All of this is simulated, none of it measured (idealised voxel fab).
Presented below is a process module, voxel self aligned contacts.
Square cells of 5 nm make up the cross-section cut, whose width is 140 nm.
Cross-sections here: square-cell grids, written as top-down lists of bands, a band being one or more rows of cells.
Heads up on the band format: heights come first, top then bottom, in nm. After that it's the materials left to right, each with its width in nm. A single material flagged "throughout" fills the whole band edge to edge, and "empty" means there's empty space there.
Height reference: 0 = level under which incoming wafer is all one material. Lowest band: no bottom, runs on downward, e.g. "0 and below".
Read "30->40" as a graded width: first number on top, second number at the bottom, same change between each pair of neighbouring rows.
The cross-section has no changed cell in any step marked "remained the same".
"Closed void catalog" contains a list of empty spaces, each no smaller than 8 cells and without an open way to the top, written in the form width x height at distance with the distance from the left edge and all three in nm.
Formally, on a step line, whatever follows the settings is a remark that the simulator itself makes on the step.
You can add "overlay nm" to a step's line. For a step with a mask, it describes how far the mask lay to the right of its planned position, and a negative number describes a lay to the left.

-- Intended process steps
1) RECEIVE | material Si
2) OXIDIZE | depth nm 5
3) DIRECTIONAL_DEP | material polySi | thk nm 25
4) DIRECTIONAL_DEP | material SiN | thk nm 25
5) PATTERN | tone cover | mask id GATE | material resist | width nm 35 | pitch nm 75 | thk nm 20 | overlay nm 0
6) DIRECTIONAL_ETCH | etch materials SiN | depth nm 25
7) DIRECTIONAL_ETCH | etch materials polySi | depth nm 25
8) STRIP | etch materials resist
9) CONFORMAL_DEP | material SiN | thk nm 10
10) DIRECTIONAL_ETCH | etch materials SiN | depth nm 10
11) FILL_DEP | material SiO2 | thk nm 10
12) CMP | height nm 55
13) PATTERN | tone open | mask id CONTACT | material resist | width nm 50 | thk nm 20 | overlay nm 0
14) DIRECTIONAL_ETCH | etch materials SiO2 | depth nm 60
15) STRIP | etch materials resist
16) CONFORMAL_DEP | material TiN | thk nm 5
17) FILL_DEP | material W | thk nm 10
18) CMP | height nm 55
19) CONFORMAL_DEP | material SiCN | thk nm 5

-- The first wafer of two, processed as planned

-- Here's what the wafer looked like in cross-section when it arrived - that's after step 1
* 0 and below  Si throughout
* Closed void catalog: none

-- How the wafer stands in section after step 2
* 0 down to -5  SiO2 throughout
* Note: structure below -5 unchanged.

-- How the wafer stands in section after step 3
* 25 down to 0  polySi throughout
* Note: structure below 0 unchanged.

-- How the wafer stands in section after step 4
* 50 down to 25  SiN throughout
* Note: structure below 25 unchanged.

-- How the wafer stands in section after step 5
* 70 down to 50  empty 15 nm, resist 35 nm, empty 40 nm, resist 35 nm, empty 15 nm
* Note: structure below 50 unchanged.

-- How the wafer stands in section after step 6
* 70 down to 50  empty 15 nm, resist 35 nm, empty 40 nm, resist 35 nm, empty 15 nm
* 50 down to 25  empty 15 nm, SiN 35 nm, empty 40 nm, SiN 35 nm, empty 15 nm
* Note: structure below 25 unchanged.

-- How the wafer stands in section after step 7
* 70 down to 50  empty 15 nm, resist 35 nm, empty 40 nm, resist 35 nm, empty 15 nm
* 50 down to 25  empty 15 nm, SiN 35 nm, empty 40 nm, SiN 35 nm, empty 15 nm
* 25 down to 0  empty 15 nm, polySi 35 nm, empty 40 nm, polySi 35 nm, empty 15 nm
* Note: structure below 0 unchanged.

-- How the wafer stands in section after step 8
* 50 down to 25  empty 15 nm, SiN 35 nm, empty 40 nm, SiN 35 nm, empty 15 nm
* Note: structure below 25 unchanged.

-- How the wafer stands in section after step 9
* 60 down to 25  empty 5 nm, SiN 55 nm, empty 20 nm, SiN 55 nm, empty 5 nm
* 25 down to 10  empty 5 nm, SiN 10 nm, polySi 35 nm, SiN 10 nm, empty 20 nm, SiN 10 nm, polySi 35 nm, SiN 10 nm, empty 5 nm
* 10 down to 0  SiN 15 nm, polySi 35 nm, SiN 40 nm, polySi 35 nm, SiN 15 nm
* Note: structure below 0 unchanged.

-- How the wafer stands in section after step 10
* 50 down to 25  empty 5 nm, SiN 55 nm, empty 20 nm, SiN 55 nm, empty 5 nm
* 25 down to 0  empty 5 nm, SiN 10 nm, polySi 35 nm, SiN 10 nm, empty 20 nm, SiN 10 nm, polySi 35 nm, SiN 10 nm, empty 5 nm
* Note: structure below 0 unchanged.

-- How the wafer stands in section after step 11
* 60 down to 50  SiO2 throughout
* 50 down to 25  SiO2 5 nm, SiN 55 nm, SiO2 20 nm, SiN 55 nm, SiO2 5 nm
* 25 down to 0  SiO2 5 nm, SiN 10 nm, polySi 35 nm, SiN 10 nm, SiO2 20 nm, SiN 10 nm, polySi 35 nm, SiN 10 nm, SiO2 5 nm
* Note: structure below 0 unchanged.

-- How the wafer stands in section after step 12
* 55 down to 50  SiO2 throughout
* Note: structure below 50 unchanged.

-- How the wafer stands in section after step 13
* 75 down to 55  resist 45 nm, empty 50 nm, resist 45 nm
* Note: structure below 55 unchanged.

-- How the wafer stands in section after step 14
* 75 down to 55  resist 45 nm, empty 50 nm, resist 45 nm
* 55 down to 50  SiO2 45 nm, empty 50 nm, SiO2 45 nm
* 50 down to 25  SiO2 5 nm, SiN 55 nm, empty 20 nm, SiN 55 nm, SiO2 5 nm
* 25 down to 0  SiO2 5 nm, SiN 10 nm, polySi 35 nm, SiN 10 nm, empty 20 nm, SiN 10 nm, polySi 35 nm, SiN 10 nm, SiO2 5 nm
* 0 down to -5  SiO2 60 nm, empty 20 nm, SiO2 60 nm
* Note: structure below -5 unchanged.

-- How the wafer stands in section after step 15
* 55 down to 50  SiO2 45 nm, empty 50 nm, SiO2 45 nm
* Note: structure below 50 unchanged.

-- How the wafer stands in section after step 16
* 60 down to 55  TiN 50 nm, empty 40 nm, TiN 50 nm
* 55 down to 50  SiO2 45 nm, TiN 20 nm, empty 10 nm, TiN 20 nm, SiO2 45 nm
* 50 down to 25  SiO2 5 nm, SiN 55 nm, TiN 5 nm, empty 10 nm, TiN 5 nm, SiN 55 nm, SiO2 5 nm
* 25 down to 0  SiO2 5 nm, SiN 10 nm, polySi 35 nm, SiN 10 nm, TiN 5 nm, empty 10 nm, TiN 5 nm, SiN 10 nm, polySi 35 nm, SiN 10 nm, SiO2 5 nm
* 0 down to -5  SiO2 60 nm, TiN 20 nm, SiO2 60 nm
* Note: structure below -5 unchanged.

-- How the wafer stands in section after step 17
* 70 down to 60  W throughout
* 60 down to 55  TiN 50 nm, W 40 nm, TiN 50 nm
* 55 down to 50  SiO2 45 nm, TiN 20 nm, W 10 nm, TiN 20 nm, SiO2 45 nm
* 50 down to 25  SiO2 5 nm, SiN 55 nm, TiN 5 nm, W 10 nm, TiN 5 nm, SiN 55 nm, SiO2 5 nm
* 25 down to 0  SiO2 5 nm, SiN 10 nm, polySi 35 nm, SiN 10 nm, TiN 5 nm, W 10 nm, TiN 5 nm, SiN 10 nm, polySi 35 nm, SiN 10 nm, SiO2 5 nm
* Note: structure below 0 unchanged.

-- How the wafer stands in section after step 18
* 55 down to 50  SiO2 45 nm, TiN 20 nm, W 10 nm, TiN 20 nm, SiO2 45 nm
* Note: structure below 50 unchanged.

-- How the wafer stands in section after step 19
* 60 down to 55  SiCN throughout
* Note: structure below 55 unchanged.

-- Here the second wafer is described. Its start and its plan were those of the first wafer. Its run contained one mistake. Up to and including step 17, it did exactly what the first wafer did

Second wafer, section view, time point: scheduled end of step 18: remained the same

-- Second wafer, section view, time point: scheduled end of step 19
* 75 down to 70  SiCN throughout
* Note: structure below 70 unchanged.
Short version of what went wrong: step 18 was dropped from the plan's execution and never run
Heads up, by the end the second wafer has more or fewer cells of some materials compared to the first: TiN: 20 more; W: 64 more
